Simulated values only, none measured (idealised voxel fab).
process module | voxel transistor to metal
cross-section cut | 165 nm wide | cells 5 nm
A cross-section is a grid of square cells, given in bands from the top down. A band is one or more rows of cells.
Each band's line starts with the height of the band's top and of its bottom, in nm. Then come its materials from left to right, each with its width in nm. One material with "throughout" fills the band from edge to edge. "air" is empty space.
Height 0 is the level under which the wafer as received is all one material. The lowest band goes on downwards, as in "0 down".
A width such as "30 to 40" changes by the same amount from each row of cells to the next, from the band's top row to its bottom row.
"no change" after a step means that no cell of the cross-section changed.
closed voids: empty space of 8 cells or more with no open way to the top, each as width x height at its distance from the left edge, in nm
after a step's settings: what the simulator itself notes on the step
overlay nm, on a step with a mask: how far to the right of its planned place the mask lay; to the left if negative
plan
1 op RECEIVE | material Si
2 op OXIDIZE | depth nm 5
3 op CONFORMAL_DEP | material SiN | thk nm 10
4 op MASKED_ETCH | tone cover | mask id ACTIVE | width nm 110 | etch materials SiN | depth nm 10 | overlay nm 0
5 op MASKED_ETCH | tone cover | mask id ACTIVE | width nm 110 | etch materials SiO2 | depth nm 5 | overlay nm 0
6 op MASKED_ETCH | tone cover | mask id ACTIVE | width nm 110 | etch materials Si | depth nm 25 | overlay nm 0
7 op OXIDIZE | depth nm 5
8 op FILL_DEP | material SiO2 | thk nm 15
9 op CMP | height nm 10
10 op SELECTIVE_ETCH | etch materials SiO2 | depth nm 5
11 op STRIP | etch materials SiN
12 op SELECTIVE_ETCH | etch materials SiO2 | depth nm 5
13 op OXIDIZE | depth nm 5
14 op DIRECTIONAL_DEP | material polySi | thk nm 30
15 op DIRECTIONAL_DEP | material SiCN | thk nm 15
16 op PATTERN | tone cover | mask id GATE | material resist | width nm 30 | thk nm 15 | overlay nm 0
17 op DIRECTIONAL_ETCH | etch materials SiCN | depth nm 25
18 op DIRECTIONAL_ETCH | etch materials polySi | depth nm 40
19 op STRIP | etch materials resist
20 op CONFORMAL_DEP | material SiO2 | thk nm 5
21 op DIRECTIONAL_ETCH | etch materials SiO2 | depth nm 5
22 op CONFORMAL_DEP | material SiN | thk nm 10
23 op DIRECTIONAL_ETCH | etch materials SiN | depth nm 10
24 op DIRECTIONAL_ETCH | etch materials SiO2 | depth nm 5
25 op DIRECTIONAL_ETCH | etch materials Si | depth nm 5
26 op EPI | material pSi | thk nm 10
27 op FILL_DEP | material SiO2 | thk nm 10
28 op CMP | height nm 25
29 op STRIP | etch materials polySi
30 op SELECTIVE_ETCH | etch materials SiO2 | depth nm 5
31 op CONFORMAL_DEP | material HfO2 | thk nm 5
32 op CONFORMAL_DEP | material TiN | thk nm 5
33 op FILL_DEP | material W | thk nm 5
34 op CMP | height nm 20
35 op DIRECTIONAL_DEP | material SiO2 | thk nm 10
36 op PATTERN | tone open | mask id CONTACT | material resist | width nm 15 | pitch nm 75 | thk nm 20 | overlay nm 0
37 op DIRECTIONAL_ETCH | etch materials SiO2 | depth nm 30
38 op STRIP | etch materials resist
39 op CONFORMAL_DEP | material TiN | thk nm 5
40 op FILL_DEP | material Ru | thk nm 10
41 op CMP | height nm 30
42 op DIRECTIONAL_DEP | material TiN | thk nm 5
43 op DIRECTIONAL_DEP | material W | thk nm 15
44 op PATTERN | tone cover | mask id METAL_1 | material resist | width nm 15 | pitch nm 75 | thk nm 20 | overlay nm 0
45 op DIRECTIONAL_ETCH | etch materials W | depth nm 15
46 op DIRECTIONAL_ETCH | etch materials TiN | depth nm 5
47 op STRIP | etch materials resist
48 op FILL_DEP | material lowk | thk nm 5
49 op CMP | height nm 50
50 op CONFORMAL_DEP | material SiCN | thk nm 5
first wafer, as planned
as received, after step 1
  0 down: Si throughout
  closed voids: none
after step 2
  0 to -5: SiO2 throughout
  below -5: unchanged
after step 3
  10 to 0: SiN throughout
  below 0: unchanged
after step 4
  10 to 0: air 25 | SiN 110 | air 30
  below 0: unchanged
after step 5
  10 to 0: air 25 | SiN 110 | air 30
  0 to -5: air 25 | SiO2 110 | air 30
  below -5: unchanged
after step 6
  10 to 0: air 25 | SiN 110 | air 30
  0 to -5: air 25 | SiO2 110 | air 30
  -5 to -30: air 25 | Si 110 | air 30
  below -30: unchanged
after step 7
  10 to 0: air 25 | SiN 110 | air 30
  0 to -5: air 25 | SiO2 110 | air 30
  -5 to -30: air 25 | SiO2 5 | Si 100 | SiO2 5 | air 30
  -30 to -35: SiO2 30 | Si 100 | SiO2 35
  below -35: unchanged
after step 8
  25 to 10: SiO2 throughout
  10 to 0: SiO2 25 | SiN 110 | SiO2 30
  0 to -5: SiO2 throughout
  -5 to -35: SiO2 30 | Si 100 | SiO2 35
  below -35: unchanged
after step 9
  10 to 0: SiO2 25 | SiN 110 | SiO2 30
  below 0: unchanged
after step 10
  10 to 5: air 25 | SiN 110 | air 30
  below 5: unchanged
after step 11
  5 to 0: SiO2 25 | air 110 | SiO2 30
  below 0: unchanged
after step 12
  0 to -5: SiO2 20 | air 120 | SiO2 25
  below -5: unchanged
after step 13
  0 to -5: SiO2 20 | air 120 | SiO2 25
  -5 to -10: SiO2 throughout
  below -10: unchanged
after step 14
  30 to 25: polySi 20 | air 120 | polySi 25
  25 to 0: polySi throughout
  0 to -5: SiO2 20 | polySi 120 | SiO2 25
  below -5: unchanged
after step 15
  45 to 40: SiCN 20 | air 120 | SiCN 25
  40 to 30: SiCN throughout
  30 to 25: polySi 20 | SiCN 120 | polySi 25
  below 25: unchanged
after step 16
  60 to 45: air 65 | resist 30 | air 70
  45 to 40: SiCN 20 | air 45 | resist 30 | air 45 | SiCN 25
  below 40: unchanged
after step 17
  60 to 40: air 65 | resist 30 | air 70
  40 to 30: air 65 | SiCN 30 | air 70
  30 to 25: polySi 20 | air 45 | SiCN 30 | air 45 | polySi 25
  below 25: unchanged
after step 18
  60 to 40: air 65 | resist 30 | air 70
  40 to 25: air 65 | SiCN 30 | air 70
  25 to 0: air 65 | polySi 30 | air 70
  0 to -5: SiO2 20 | air 45 | polySi 30 | air 45 | SiO2 25
  below -5: unchanged
after step 19
  40 to 25: air 65 | SiCN 30 | air 70
  below 25: unchanged
after step 20
  45 to 40: air 60 | SiO2 40 | air 65
  40 to 25: air 60 | SiO2 5 | SiCN 30 | SiO2 5 | air 65
  25 to 5: air 60 | SiO2 5 | polySi 30 | SiO2 5 | air 65
  5 to 0: SiO2 25 | air 35 | SiO2 5 | polySi 30 | SiO2 5 | air 35 | SiO2 30
  0 to -5: SiO2 65 | polySi 30 | SiO2 70
  below -5: unchanged
after step 21
  40 to 25: air 60 | SiO2 5 | SiCN 30 | SiO2 5 | air 65
  25 to 0: air 60 | SiO2 5 | polySi 30 | SiO2 5 | air 65
  0 to -5: SiO2 25 | air 35 | SiO2 5 | polySi 30 | SiO2 5 | air 35 | SiO2 30
  below -5: unchanged
after step 22
  50 to 40: air 50 | SiN 60 | air 55
  40 to 25: air 50 | SiN 10 | SiO2 5 | SiCN 30 | SiO2 5 | SiN 10 | air 55
  25 to 10: air 50 | SiN 10 | SiO2 5 | polySi 30 | SiO2 5 | SiN 10 | air 55
  10 to 5: SiN 35 | air 15 | SiN 10 | SiO2 5 | polySi 30 | SiO2 5 | SiN 10 | air 15 | SiN 40
  5 to 0: SiN 60 | SiO2 5 | polySi 30 | SiO2 5 | SiN 65
  0 to -5: SiO2 25 | SiN 35 | SiO2 5 | polySi 30 | SiO2 5 | SiN 35 | SiO2 30
  below -5: unchanged
after step 23
  40 to 25: air 50 | SiN 10 | SiO2 5 | SiCN 30 | SiO2 5 | SiN 10 | air 55
  25 to 0: air 50 | SiN 10 | SiO2 5 | polySi 30 | SiO2 5 | SiN 10 | air 55
  0 to -5: SiO2 25 | SiN 10 | air 15 | SiN 10 | SiO2 5 | polySi 30 | SiO2 5 | SiN 10 | air 15 | SiN 10 | SiO2 30
  below -5: unchanged
after step 24
  40 to 35: air 50 | SiN 10 | air 5 | SiCN 30 | air 5 | SiN 10 | air 55
  35 to 25: air 50 | SiN 10 | SiO2 5 | SiCN 30 | SiO2 5 | SiN 10 | air 55
  25 to 0: air 50 | SiN 10 | SiO2 5 | polySi 30 | SiO2 5 | SiN 10 | air 55
  0 to -5: air 25 | SiN 10 | air 15 | SiN 10 | SiO2 5 | polySi 30 | SiO2 5 | SiN 10 | air 15 | SiN 10 | air 30
  -5 to -10: SiO2 35 | air 15 | SiO2 60 | air 15 | SiO2 40
  below -10: unchanged
after step 25
  40 to 35: air 50 | SiN 10 | air 5 | SiCN 30 | air 5 | SiN 10 | air 55
  35 to 25: air 50 | SiN 10 | SiO2 5 | SiCN 30 | SiO2 5 | SiN 10 | air 55
  25 to 0: air 50 | SiN 10 | SiO2 5 | polySi 30 | SiO2 5 | SiN 10 | air 55
  0 to -5: air 25 | SiN 10 | air 15 | SiN 10 | SiO2 5 | polySi 30 | SiO2 5 | SiN 10 | air 15 | SiN 10 | air 30
  -5 to -10: SiO2 35 | air 15 | SiO2 60 | air 15 | SiO2 40
  -10 to -15: SiO2 30 | Si 5 | air 15 | Si 60 | air 15 | Si 5 | SiO2 35
  below -15: unchanged
after step 26
  40 to 35: air 50 | SiN 10 | air 5 | SiCN 30 | air 5 | SiN 10 | air 55
  35 to 25: air 50 | SiN 10 | SiO2 5 | SiCN 30 | SiO2 5 | SiN 10 | air 55
  25 to 0: air 50 | SiN 10 | SiO2 5 | polySi 30 | SiO2 5 | SiN 10 | air 55
  0 to -5: air 25 | SiN 10 | pSi 15 | SiN 10 | SiO2 5 | polySi 30 | SiO2 5 | SiN 10 | pSi 15 | SiN 10 | air 30
  -5 to -10: SiO2 35 | pSi 15 | SiO2 60 | pSi 15 | SiO2 40
  -10 to -15: SiO2 30 | Si 5 | pSi 15 | Si 60 | pSi 15 | Si 5 | SiO2 35
  below -15: unchanged
after step 27
  50 to 40: SiO2 throughout
  40 to 25: SiO2 50 | SiN 10 | SiO2 5 | SiCN 30 | SiO2 5 | SiN 10 | SiO2 55
  25 to 0: SiO2 50 | SiN 10 | SiO2 5 | polySi 30 | SiO2 5 | SiN 10 | SiO2 55
  0 to -5: SiO2 25 | SiN 10 | pSi 15 | SiN 10 | SiO2 5 | polySi 30 | SiO2 5 | SiN 10 | pSi 15 | SiN 10 | SiO2 30
  below -5: unchanged
after step 28
  25 to 0: SiO2 50 | SiN 10 | SiO2 5 | polySi 30 | SiO2 5 | SiN 10 | SiO2 55
  below 0: unchanged
after step 29
  25 to 0: SiO2 50 | SiN 10 | SiO2 5 | air 30 | SiO2 5 | SiN 10 | SiO2 55
  0 to -5: SiO2 25 | SiN 10 | pSi 15 | SiN 10 | SiO2 5 | air 30 | SiO2 5 | SiN 10 | pSi 15 | SiN 10 | SiO2 30
  below -5: unchanged
after step 30
  25 to 20: air 50 | SiN 10 | air 40 | SiN 10 | air 55
  20 to 0: SiO2 50 | SiN 10 | air 40 | SiN 10 | SiO2 55
  0 to -5: SiO2 25 | SiN 10 | pSi 15 | SiN 10 | air 40 | SiN 10 | pSi 15 | SiN 10 | SiO2 30
  -5 to -10: SiO2 35 | pSi 15 | SiO2 10 | air 40 | SiO2 10 | pSi 15 | SiO2 40
  below -10: unchanged
after step 31
  30 to 25: air 45 | HfO2 20 | air 30 | HfO2 20 | air 50
  25 to 20: HfO2 50 | SiN 10 | HfO2 5 | air 30 | HfO2 5 | SiN 10 | HfO2 55
  20 to 0: SiO2 50 | SiN 10 | HfO2 5 | air 30 | HfO2 5 | SiN 10 | SiO2 55
  0 to -5: SiO2 25 | SiN 10 | pSi 15 | SiN 10 | HfO2 5 | air 30 | HfO2 5 | SiN 10 | pSi 15 | SiN 10 | SiO2 30
  -5 to -10: SiO2 35 | pSi 15 | SiO2 10 | HfO2 40 | SiO2 10 | pSi 15 | SiO2 40
  below -10: unchanged
after step 32
  35 to 30: air 40 | TiN 30 | air 20 | TiN 30 | air 45
  30 to 25: TiN 45 | HfO2 20 | TiN 5 | air 20 | TiN 5 | HfO2 20 | TiN 50
  25 to 20: HfO2 50 | SiN 10 | HfO2 5 | TiN 5 | air 20 | TiN 5 | HfO2 5 | SiN 10 | HfO2 55
  20 to 0: SiO2 50 | SiN 10 | HfO2 5 | TiN 5 | air 20 | TiN 5 | HfO2 5 | SiN 10 | SiO2 55
  0 to -5: SiO2 25 | SiN 10 | pSi 15 | SiN 10 | HfO2 5 | TiN 30 | HfO2 5 | SiN 10 | pSi 15 | SiN 10 | SiO2 30
  below -5: unchanged
after step 33
  40 to 35: W throughout
  35 to 30: W 40 | TiN 30 | W 20 | TiN 30 | W 45
  30 to 25: TiN 45 | HfO2 20 | TiN 5 | W 20 | TiN 5 | HfO2 20 | TiN 50
  25 to 20: HfO2 50 | SiN 10 | HfO2 5 | TiN 5 | W 20 | TiN 5 | HfO2 5 | SiN 10 | HfO2 55
  20 to 0: SiO2 50 | SiN 10 | HfO2 5 | TiN 5 | W 20 | TiN 5 | HfO2 5 | SiN 10 | SiO2 55
  below 0: unchanged
after step 34
  20 to 0: SiO2 50 | SiN 10 | HfO2 5 | TiN 5 | W 20 | TiN 5 | HfO2 5 | SiN 10 | SiO2 55
  below 0: unchanged
after step 35
  30 to 20: SiO2 throughout
  below 20: unchanged
after step 36
  50 to 30: resist 35 | air 15 | resist 60 | air 15 | resist 40
  below 30: unchanged
after step 37
  50 to 30: resist 35 | air 15 | resist 60 | air 15 | resist 40
  30 to 20: SiO2 35 | air 15 | SiO2 60 | air 15 | SiO2 40
  20 to 0: SiO2 35 | air 15 | SiN 10 | HfO2 5 | TiN 5 | W 20 | TiN 5 | HfO2 5 | SiN 10 | air 15 | SiO2 40
  below 0: unchanged
after step 38
  30 to 20: SiO2 35 | air 15 | SiO2 60 | air 15 | SiO2 40
  below 20: unchanged
after step 39
  35 to 30: TiN 40 | air 5 | TiN 70 | air 5 | TiN 45
  30 to 20: SiO2 35 | TiN 5 | air 5 | TiN 5 | SiO2 60 | TiN 5 | air 5 | TiN 5 | SiO2 40
  20 to 5: SiO2 35 | TiN 5 | air 5 | TiN 5 | SiN 10 | HfO2 5 | TiN 5 | W 20 | TiN 5 | HfO2 5 | SiN 10 | TiN 5 | air 5 | TiN 5 | SiO2 40
  5 to 0: SiO2 35 | TiN 15 | SiN 10 | HfO2 5 | TiN 5 | W 20 | TiN 5 | HfO2 5 | SiN 10 | TiN 15 | SiO2 40
  below 0: unchanged
after step 40
  45 to 35: Ru throughout
  35 to 30: TiN 40 | Ru 5 | TiN 70 | Ru 5 | TiN 45
  30 to 20: SiO2 35 | TiN 5 | Ru 5 | TiN 5 | SiO2 60 | TiN 5 | Ru 5 | TiN 5 | SiO2 40
  20 to 5: SiO2 35 | TiN 5 | Ru 5 | TiN 5 | SiN 10 | HfO2 5 | TiN 5 | W 20 | TiN 5 | HfO2 5 | SiN 10 | TiN 5 | Ru 5 | TiN 5 | SiO2 40
  below 5: unchanged
after step 41
  30 to 20: SiO2 35 | TiN 5 | Ru 5 | TiN 5 | SiO2 60 | TiN 5 | Ru 5 | TiN 5 | SiO2 40
  below 20: unchanged
after step 42
  35 to 30: TiN throughout
  below 30: unchanged
after step 43
  50 to 35: W throughout
  below 35: unchanged
after step 44
  70 to 50: air 35 | resist 15 | air 60 | resist 15 | air 40
  below 50: unchanged
after step 45
  70 to 50: air 35 | resist 15 | air 60 | resist 15 | air 40
  50 to 35: air 35 | W 15 | air 60 | W 15 | air 40
  below 35: unchanged
after step 46
  70 to 50: air 35 | resist 15 | air 60 | resist 15 | air 40
  50 to 35: air 35 | W 15 | air 60 | W 15 | air 40
  35 to 30: air 35 | TiN 15 | air 60 | TiN 15 | air 40
  below 30: unchanged
after step 47
  50 to 35: air 35 | W 15 | air 60 | W 15 | air 40
  below 35: unchanged
after step 48
  55 to 50: lowk throughout
  50 to 35: lowk 35 | W 15 | lowk 60 | W 15 | lowk 40
  35 to 30: lowk 35 | TiN 15 | lowk 60 | TiN 15 | lowk 40
  below 30: unchanged
after step 49
  50 to 35: lowk 35 | W 15 | lowk 60 | W 15 | lowk 40
  below 35: unchanged
after step 50
  55 to 50: SiCN throughout
  below 50: unchanged
second wafer: like start, like plan, one mistake. Through step 9 it matches the first wafer
when step 10 should have ended
  10 to 0: SiO2 25 | air 110 | SiO2 30
  below 0: unchanged
when step 11 should have ended
  5 to -5: SiO2 20 | air 120 | SiO2 25
  below -5: unchanged
when step 12 should have ended
  0 to -5: SiO2 15 | air 130 | SiO2 20
  -5 to -10: SiO2 15 | air 15 | Si 100 | air 15 | SiO2 20
  below -10: unchanged
when step 13 should have ended
  0 to -5: SiO2 15 | air 130 | SiO2 20
  -5 to -10: SiO2 15 | air 15 | SiO2 100 | air 15 | SiO2 20
  -10 to -15: SiO2 35 | Si 90 | SiO2 40
  below -15: unchanged
when step 14 should have ended
  30 to 25: polySi 15 | air 130 | polySi 20
  25 to 20: polySi 15 | air 15 | polySi 100 | air 15 | polySi 20
  20 to 0: polySi throughout
  0 to -5: SiO2 15 | polySi 130 | SiO2 20
  -5 to -10: SiO2 15 | polySi 15 | SiO2 100 | polySi 15 | SiO2 20
  below -10: unchanged
when step 15 should have ended
  45 to 40: SiCN 15 | air 130 | SiCN 20
  40 to 35: SiCN 15 | air 15 | SiCN 100 | air 15 | SiCN 20
  35 to 30: SiCN throughout
  30 to 25: polySi 15 | SiCN 130 | polySi 20
  25 to 20: polySi 15 | SiCN 15 | polySi 100 | SiCN 15 | polySi 20
  below 20: unchanged
when step 16 should have ended
  60 to 45: air 65 | resist 30 | air 70
  45 to 40: SiCN 15 | air 50 | resist 30 | air 50 | SiCN 20
  below 40: unchanged
when step 17 should have ended
  60 to 40: air 65 | resist 30 | air 70
  40 to 30: air 65 | SiCN 30 | air 70
  30 to 25: polySi 15 | air 50 | SiCN 30 | air 50 | polySi 20
  25 to 20: polySi 15 | air 15 | polySi 100 | air 15 | polySi 20
  below 20: unchanged
when step 18 should have ended
  60 to 40: air 65 | resist 30 | air 70
  40 to 25: air 65 | SiCN 30 | air 70
  25 to 0: air 65 | polySi 30 | air 70
  0 to -5: SiO2 15 | air 50 | polySi 30 | air 50 | SiO2 20
  -5 to -10: SiO2 15 | air 15 | SiO2 100 | air 15 | SiO2 20
  below -10: unchanged
when step 19 should have ended
  40 to 25: air 65 | SiCN 30 | air 70
  below 25: unchanged
when step 20 should have ended
  45 to 40: air 60 | SiO2 40 | air 65
  40 to 25: air 60 | SiO2 5 | SiCN 30 | SiO2 5 | air 65
  25 to 5: air 60 | SiO2 5 | polySi 30 | SiO2 5 | air 65
  5 to -5: SiO2 20 | air 40 to 5 | SiO2 5 to 40 | polySi 30 | SiO2 5 to 40 | air 40 to 5 | SiO2 25
  -5 to -10: SiO2 throughout
  below -10: unchanged
when step 21 should have ended
  40 to 25: air 60 | SiO2 5 | SiCN 30 | SiO2 5 | air 65
  25 to 0: air 60 | SiO2 5 | polySi 30 | SiO2 5 | air 65
  0 to -5: SiO2 20 | air 40 | SiO2 5 | polySi 30 | SiO2 5 | air 40 | SiO2 25
  -5 to -10: SiO2 20 | air 5 | SiO2 110 | air 5 | SiO2 25
  below -10: unchanged
when step 22 should have ended
  50 to 40: air 50 | SiN 60 | air 55
  40 to 25: air 50 | SiN 10 | SiO2 5 | SiCN 30 | SiO2 5 | SiN 10 | air 55
  25 to 10: air 50 | SiN 10 | SiO2 5 | polySi 30 | SiO2 5 | SiN 10 | air 55
  10 to 5: SiN 30 | air 20 | SiN 10 | SiO2 5 | polySi 30 | SiO2 5 | SiN 10 | air 20 | SiN 35
  5 to 0: SiN 60 | SiO2 5 | polySi 30 | SiO2 5 | SiN 65
  0 to -5: SiO2 20 | SiN 40 | SiO2 5 | polySi 30 | SiO2 5 | SiN 40 | SiO2 25
  -5 to -10: SiO2 20 | SiN 5 | SiO2 110 | SiN 5 | SiO2 25
  below -10: unchanged
when step 23 should have ended
  40 to 25: air 50 | SiN 10 | SiO2 5 | SiCN 30 | SiO2 5 | SiN 10 | air 55
  25 to 0: air 50 | SiN 10 | SiO2 5 | polySi 30 | SiO2 5 | SiN 10 | air 55
  0 to -5: SiO2 20 | SiN 10 | air 20 | SiN 10 | SiO2 5 | polySi 30 | SiO2 5 | SiN 10 | air 20 | SiN 10 | SiO2 25
  below -5: unchanged
when step 24 should have ended
  40 to 35: air 50 | SiN 10 | air 5 | SiCN 30 | air 5 | SiN 10 | air 55
  35 to 25: air 50 | SiN 10 | SiO2 5 | SiCN 30 | SiO2 5 | SiN 10 | air 55
  25 to 0: air 50 | SiN 10 | SiO2 5 | polySi 30 | SiO2 5 | SiN 10 | air 55
  0 to -5: air 20 | SiN 10 | air 20 | SiN 10 | SiO2 5 | polySi 30 | SiO2 5 | SiN 10 | air 20 | SiN 10 | air 25
  -5 to -10: SiO2 20 | SiN 5 | SiO2 5 | air 20 | SiO2 60 | air 20 | SiO2 5 | SiN 5 | SiO2 25
  below -10: unchanged
when step 25 should have ended
  40 to 35: air 50 | SiN 10 | air 5 | SiCN 30 | air 5 | SiN 10 | air 55
  35 to 25: air 50 | SiN 10 | SiO2 5 | SiCN 30 | SiO2 5 | SiN 10 | air 55
  25 to 0: air 50 | SiN 10 | SiO2 5 | polySi 30 | SiO2 5 | SiN 10 | air 55
  0 to -5: air 20 | SiN 10 | air 20 | SiN 10 | SiO2 5 | polySi 30 | SiO2 5 | SiN 10 | air 20 | SiN 10 | air 25
  -5 to -10: SiO2 20 | SiN 5 | SiO2 5 | air 20 | SiO2 60 | air 20 | SiO2 5 | SiN 5 | SiO2 25
  -10 to -15: SiO2 35 | air 15 | Si 60 | air 15 | SiO2 40
  below -15: unchanged
when step 26 should have ended
  40 to 35: air 50 | SiN 10 | air 5 | SiCN 30 | air 5 | SiN 10 | air 55
  35 to 25: air 50 | SiN 10 | SiO2 5 | SiCN 30 | SiO2 5 | SiN 10 | air 55
  25 to 0: air 50 | SiN 10 | SiO2 5 | polySi 30 | SiO2 5 | SiN 10 | air 55
  0 to -5: air 20 | SiN 10 | air 10 | pSi 10 | SiN 10 | SiO2 5 | polySi 30 | SiO2 5 | SiN 10 | pSi 10 | air 10 | SiN 10 | air 25
  -5 to -10: SiO2 20 | SiN 5 | SiO2 5 | pSi 20 | SiO2 60 | pSi 20 | SiO2 5 | SiN 5 | SiO2 25
  -10 to -15: SiO2 35 | pSi 15 | Si 60 | pSi 15 | SiO2 40
  below -15: unchanged
when step 27 should have ended
  50 to 40: SiO2 throughout
  40 to 25: SiO2 50 | SiN 10 | SiO2 5 | SiCN 30 | SiO2 5 | SiN 10 | SiO2 55
  25 to 0: SiO2 50 | SiN 10 | SiO2 5 | polySi 30 | SiO2 5 | SiN 10 | SiO2 55
  0 to -5: SiO2 20 | SiN 10 | SiO2 10 | pSi 10 | SiN 10 | SiO2 5 | polySi 30 | SiO2 5 | SiN 10 | pSi 10 | SiO2 10 | SiN 10 | SiO2 25
  below -5: unchanged
when step 28 should have ended
  25 to 0: SiO2 50 | SiN 10 | SiO2 5 | polySi 30 | SiO2 5 | SiN 10 | SiO2 55
  below 0: unchanged
when step 29 should have ended
  25 to 0: SiO2 50 | SiN 10 | SiO2 5 | air 30 | SiO2 5 | SiN 10 | SiO2 55
  0 to -5: SiO2 20 | SiN 10 | SiO2 10 | pSi 10 | SiN 10 | SiO2 5 | air 30 | SiO2 5 | SiN 10 | pSi 10 | SiO2 10 | SiN 10 | SiO2 25
  below -5: unchanged
when step 30 should have ended
  25 to 20: air 50 | SiN 10 | air 40 | SiN 10 | air 55
  20 to 0: SiO2 50 | SiN 10 | air 40 | SiN 10 | SiO2 55
  0 to -5: SiO2 20 | SiN 10 | SiO2 10 | pSi 10 | SiN 10 | air 40 | SiN 10 | pSi 10 | SiO2 10 | SiN 10 | SiO2 25
  -5 to -10: SiO2 20 | SiN 5 | SiO2 5 | pSi 20 | SiO2 10 | air 40 | SiO2 10 | pSi 20 | SiO2 5 | SiN 5 | SiO2 25
  below -10: unchanged
when step 31 should have ended
  30 to 25: air 45 | HfO2 20 | air 30 | HfO2 20 | air 50
  25 to 20: HfO2 50 | SiN 10 | HfO2 5 | air 30 | HfO2 5 | SiN 10 | HfO2 55
  20 to 0: SiO2 50 | SiN 10 | HfO2 5 | air 30 | HfO2 5 | SiN 10 | SiO2 55
  0 to -5: SiO2 20 | SiN 10 | SiO2 10 | pSi 10 | SiN 10 | HfO2 5 | air 30 | HfO2 5 | SiN 10 | pSi 10 | SiO2 10 | SiN 10 | SiO2 25
  -5 to -10: SiO2 20 | SiN 5 | SiO2 5 | pSi 20 | SiO2 10 | HfO2 40 | SiO2 10 | pSi 20 | SiO2 5 | SiN 5 | SiO2 25
  below -10: unchanged
when step 32 should have ended
  35 to 30: air 40 | TiN 30 | air 20 | TiN 30 | air 45
  30 to 25: TiN 45 | HfO2 20 | TiN 5 | air 20 | TiN 5 | HfO2 20 | TiN 50
  25 to 20: HfO2 50 | SiN 10 | HfO2 5 | TiN 5 | air 20 | TiN 5 | HfO2 5 | SiN 10 | HfO2 55
  20 to 0: SiO2 50 | SiN 10 | HfO2 5 | TiN 5 | air 20 | TiN 5 | HfO2 5 | SiN 10 | SiO2 55
  0 to -5: SiO2 20 | SiN 10 | SiO2 10 | pSi 10 | SiN 10 | HfO2 5 | TiN 30 | HfO2 5 | SiN 10 | pSi 10 | SiO2 10 | SiN 10 | SiO2 25
  below -5: unchanged
when step 33 should have ended
  40 to 35: W throughout
  35 to 30: W 40 | TiN 30 | W 20 | TiN 30 | W 45
  30 to 25: TiN 45 | HfO2 20 | TiN 5 | W 20 | TiN 5 | HfO2 20 | TiN 50
  25 to 20: HfO2 50 | SiN 10 | HfO2 5 | TiN 5 | W 20 | TiN 5 | HfO2 5 | SiN 10 | HfO2 55
  20 to 0: SiO2 50 | SiN 10 | HfO2 5 | TiN 5 | W 20 | TiN 5 | HfO2 5 | SiN 10 | SiO2 55
  below 0: unchanged
when step 34 should have ended
  20 to 0: SiO2 50 | SiN 10 | HfO2 5 | TiN 5 | W 20 | TiN 5 | HfO2 5 | SiN 10 | SiO2 55
  below 0: unchanged
when step 35 should have ended
  30 to 20: SiO2 throughout
  below 20: unchanged
when step 36 should have ended
  50 to 30: resist 35 | air 15 | resist 60 | air 15 | resist 40
  below 30: unchanged
when step 37 should have ended
  50 to 30: resist 35 | air 15 | resist 60 | air 15 | resist 40
  30 to 20: SiO2 35 | air 15 | SiO2 60 | air 15 | SiO2 40
  20 to 0: SiO2 35 | air 15 | SiN 10 | HfO2 5 | TiN 5 | W 20 | TiN 5 | HfO2 5 | SiN 10 | air 15 | SiO2 40
  below 0: unchanged
when step 38 should have ended
  30 to 20: SiO2 35 | air 15 | SiO2 60 | air 15 | SiO2 40
  below 20: unchanged
when step 39 should have ended
  35 to 30: TiN 40 | air 5 | TiN 70 | air 5 | TiN 45
  30 to 20: SiO2 35 | TiN 5 | air 5 | TiN 5 | SiO2 60 | TiN 5 | air 5 | TiN 5 | SiO2 40
  20 to 5: SiO2 35 | TiN 5 | air 5 | TiN 5 | SiN 10 | HfO2 5 | TiN 5 | W 20 | TiN 5 | HfO2 5 | SiN 10 | TiN 5 | air 5 | TiN 5 | SiO2 40
  5 to 0: SiO2 35 | TiN 15 | SiN 10 | HfO2 5 | TiN 5 | W 20 | TiN 5 | HfO2 5 | SiN 10 | TiN 15 | SiO2 40
  below 0: unchanged
when step 40 should have ended
  45 to 35: Ru throughout
  35 to 30: TiN 40 | Ru 5 | TiN 70 | Ru 5 | TiN 45
  30 to 20: SiO2 35 | TiN 5 | Ru 5 | TiN 5 | SiO2 60 | TiN 5 | Ru 5 | TiN 5 | SiO2 40
  20 to 5: SiO2 35 | TiN 5 | Ru 5 | TiN 5 | SiN 10 | HfO2 5 | TiN 5 | W 20 | TiN 5 | HfO2 5 | SiN 10 | TiN 5 | Ru 5 | TiN 5 | SiO2 40
  below 5: unchanged
when step 41 should have ended
  30 to 20: SiO2 35 | TiN 5 | Ru 5 | TiN 5 | SiO2 60 | TiN 5 | Ru 5 | TiN 5 | SiO2 40
  below 20: unchanged
when step 42 should have ended
  35 to 30: TiN throughout
  below 30: unchanged
when step 43 should have ended
  50 to 35: W throughout
  below 35: unchanged
when step 44 should have ended
  70 to 50: air 35 | resist 15 | air 60 | resist 15 | air 40
  below 50: unchanged
when step 45 should have ended
  70 to 50: air 35 | resist 15 | air 60 | resist 15 | air 40
  50 to 35: air 35 | W 15 | air 60 | W 15 | air 40
  below 35: unchanged
when step 46 should have ended
  70 to 50: air 35 | resist 15 | air 60 | resist 15 | air 40
  50 to 35: air 35 | W 15 | air 60 | W 15 | air 40
  35 to 30: air 35 | TiN 15 | air 60 | TiN 15 | air 40
  below 30: unchanged
when step 47 should have ended
  50 to 35: air 35 | W 15 | air 60 | W 15 | air 40
  below 35: unchanged
when step 48 should have ended
  55 to 50: lowk throughout
  50 to 35: lowk 35 | W 15 | lowk 60 | W 15 | lowk 40
  35 to 30: lowk 35 | TiN 15 | lowk 60 | TiN 15 | lowk 40
  below 30: unchanged
when step 49 should have ended
  50 to 35: lowk 35 | W 15 | lowk 60 | W 15 | lowk 40
  below 35: unchanged
when step 50 should have ended
  55 to 50: SiCN throughout
  below 50: unchanged
what went wrong: steps 10 and 11 were swapped
at the end the second wafer has, in cells: 2 fewer of Si | 2 more of SiN
